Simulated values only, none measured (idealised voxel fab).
process module | voxel ribs on slabs
cross-section cut | 190 nm wide | cells 5 nm
A cross-section is a grid of square cells, given in bands from the top down. A band is one or more rows of cells.
Each band's line starts with the height of the band's top and of its bottom, in nm. Then come its materials from left to right, each with its width in nm. One material with "throughout" fills the band from edge to edge. "air" is empty space.
Height 0 is the level under which the wafer as received is all one material. The lowest band goes on downwards, as in "0 down".
A width such as "30 to 40" changes by the same amount from each row of cells to the next, from the band's top row to its bottom row.
"no change" after a step means that no cell of the cross-section changed.
closed voids: empty space of 8 cells or more with no open way to the top, each as width x height at its distance from the left edge, in nm
after a step's settings: what the simulator itself notes on the step
overlay nm, on a step with a mask: how far to the right of its planned place the mask lay; to the left if negative
plan
1 op RECEIVE | material Si
2 op DIRECTIONAL_DEP | material SiO2 | thk nm 30
3 op DIRECTIONAL_DEP | material polySi | thk nm 10
4 op MASKED_ETCH | tone cover | mask id RIB | width nm 25 | etch materials polySi | depth nm 10 | overlay nm 0
5 op MASKED_ETCH | tone cover | mask id SLAB | width nm 65 | etch materials polySi | depth nm 5 | overlay nm 0
6 op FILL_DEP | material SiO2 | thk nm 15
7 op CMP | height nm 55
8 op DIRECTIONAL_DEP | material TiN | thk nm 10
9 op PATTERN | tone cover | mask id HEATER | material resist | width nm 35 | thk nm 15 | overlay nm 0
10 op DIRECTIONAL_ETCH | etch materials TiN | depth nm 10
11 op STRIP | etch materials resist
12 op CONFORMAL_DEP | material SiN | thk nm 10
varied across the wafers: thk nm of step 3. The plan shows the first wafer's value. All wafers start alike
first wafer as received, after step 1
  0 down: Si throughout
  closed voids: none
first wafer at the end, after step 12
  75 to 65: air 65 | SiN 55 | air 70
  65 to 55: SiN 75 | TiN 35 | SiN 80
  55 to 40: SiO2 throughout
  40 to 30: SiO2 80 | polySi 25 | SiO2 85
  30 to 0: SiO2 throughout
  0 down: Si throughout
  closed voids: none
last wafer at the end
  75 to 65: air 65 | SiN 55 | air 70
  65 to 55: SiN 75 | TiN 35 | SiN 80
  55 to 45: SiO2 80 to 60 | polySi 25 to 65 | SiO2 85 to 65
  45 to 30: polySi throughout
  30 to 0: SiO2 throughout
  0 down: Si throughout
  closed voids: none
each wafer at the end: cells of each material gained (+) or lost (-) since it was received, then its closed voids
thk nm 10 | +84 SiN | +408 SiO2 | +14 TiN | +10 polySi | closed voids: none
thk nm 15 | +84 SiN | +395 SiO2 | +14 TiN | +23 polySi | closed voids: none
thk nm 20 | +84 SiN | +357 SiO2 | +14 TiN | +61 polySi | closed voids: none
thk nm 25 | +84 SiN | +319 SiO2 | +14 TiN | +99 polySi | closed voids: none
thk nm 30 | +84 SiN | +286 SiO2 | +14 TiN | +132 polySi | closed voids: none
